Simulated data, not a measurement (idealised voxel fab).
This is a process module. Its name is voxel plated lines.
The figure presents cross-section cut, which has a width of 225 nm and is divided into square cells with an edge length of 5 nm.
Reading order for cross-sections: top band down to bottom band. Underlying form: a grid of square cells. Band size: one or more rows of cells. Top, bottom (nm), then materials left to right with widths (nm); lone material tagged "throughout" fills the whole band edge to edge; "empty" = empty space. Beneath 0, the wafer as received is one material, and that level is where height counting begins. The lowest band goes on downward without a bottom; it is written like "from 0 down". The two numbers in a width such as "30..40" mark its ends across the band: the first belongs to the top row of cells, the second to the bottom row, and from each row to the next the width moves by the same amount. A step reported as "remained the same" is a step in which no cell of the cross-section changed. Closed empty spaces (no open way to the top) of 8 cells or more are what "Cavities, closed" lists, each as width x height at distance from the left edge, nm for all three. Heads up: the bit after the settings on a step's line is the simulator's remark on that step. A step's line can hold "overlay nm"; with a mask on that step, the setting says how far right of the planned place the mask lay, while a negative setting says it lay to the left.
Process steps foreseen in the plan
1 RECEIVE [material Si]
2 CONFORMAL_DEP [material SiO2] [thk nm 5]
3 DIRECTIONAL_DEP [material TiN] [thk nm 5]
4 PATTERN [tone open] [mask id LINES] [material resist] [width nm 30] [pitch nm 45] [thk nm 30] [overlay nm -15]
5 EPI [material Ru] [thk nm 10]
6 EPI [material Ru] [thk nm 10]
7 STRIP [etch materials resist]
8 DIRECTIONAL_ETCH [etch materials TiN] [depth nm 5]
9 CONFORMAL_DEP [material SiN] [thk nm 10]
The wafers in this document start out alike and differ in the overlay nm applied at step 4; the plan shows the value used for the first wafer.
Sectional view: first of several wafers, as received, after step 1
    from 0 down | Si throughout
    Cavities, closed: none
The rows of the table below are wafers. Looking at the end of the module, a row counts, for every material, the cells the wafer has gained, shown as (+), or lost, shown as (-), since it was received; its closed voids come next
overlay nm -15 | +72 Ru | +140 SiN | +45 SiO2 | +18 TiN | Cavities, closed: none
overlay nm -10 | +72 Ru | +140 SiN | +45 SiO2 | +18 TiN | Cavities, closed: none
overlay nm -5 | +72 Ru | +140 SiN | +45 SiO2 | +18 TiN | Cavities, closed: none
overlay nm 0 | +72 Ru | +140 SiN | +45 SiO2 | +18 TiN | Cavities, closed: none
overlay nm 5 | +72 Ru | +140 SiN | +45 SiO2 | +18 TiN | Cavities, closed: none
overlay nm 10 | +72 Ru | +140 SiN | +45 SiO2 | +18 TiN | Cavities, closed: none
overlay nm 15 | +72 Ru | +140 SiN | +45 SiO2 | +18 TiN | Cavities, closed: none
